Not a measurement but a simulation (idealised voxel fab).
process module | voxel plated lines
Cross-section cut spans 225 nm and uses square cells 5 nm in size.
When this document writes out a cross-section, it uses a grid of square cells and lists it as bands, beginning at the top and moving down, with a band standing for one or more rows of cells. Band: top and bottom heights (nm) first, top before bottom; then materials from left to right, widths in nm. "everywhere" marks a sole material filling the band edge to edge. "empty" denotes empty space. Heights are expressed relative to 0, this being the level below which the as-received wafer comprises one material exclusively. The lowest band is unbounded in the downward direction and is denoted as in "from 0 down". You'd read "30..40" like this: the band's top row of cells is as wide as the first number, its bottom row is as wide as the second, and going down, every row changes width by the same amount as the row before did. "nothing was modified" -> step changed no cross-section cell. "Enclosed cavity list" - sealed voids, min. 8 cells, no opening to top; format: width x height at distance (distance from left edge; nm throughout). If you see something after the settings on a step's line, that's the simulator's own remark about that step. You can add "overlay nm" to a step's line. For a step with a mask, it describes how far the mask lay to the right of its planned position, and a negative number describes a lay to the left.

The following list gives the planned process steps:
step 1: RECEIVE with material Si
step 2: CONFORMAL_DEP with material Al2O3, thk nm 5
step 3: DIRECTIONAL_DEP with material TiN, thk nm 5
step 4: PATTERN with tone open, mask id LINES, material resist, width nm 20, pitch nm 45, thk nm 30, overlay nm 0
step 5: EPI with material Ru, thk nm 5
step 6: EPI with material Ru, thk nm 5
step 7: STRIP with etch materials resist
step 8: DIRECTIONAL_ETCH with etch materials TiN, depth nm 5
step 9: CONFORMAL_DEP with material SiN, thk nm 10

Received-state cross-section, reflecting completion of step 1:
    from 0 down | Si everywhere
    Enclosed cavity list: none

a wafer at the end: this start, this plan, one mistake:
    from 30 to 20 | empty 70 | TiN 40 | empty 5 | TiN 40 | empty 70
    from 20 to 15 | empty 70 | TiN 10 | Ru 20 | TiN 10 | empty 5 | TiN 10 | Ru 20 | TiN 10 | empty 70
    from 15 to 10 | TiN 80 | Ru 20 | TiN 25 | Ru 20 | TiN 80
    from 10 to 5 | TiN everywhere
    from 5 to 0 | Al2O3 everywhere
    from 0 down | Si everywhere
    Enclosed cavity list: none
Processing error: step 9 went in with a setting other than planned; the actual run was CONFORMAL_DEP with material TiN, thk nm 10
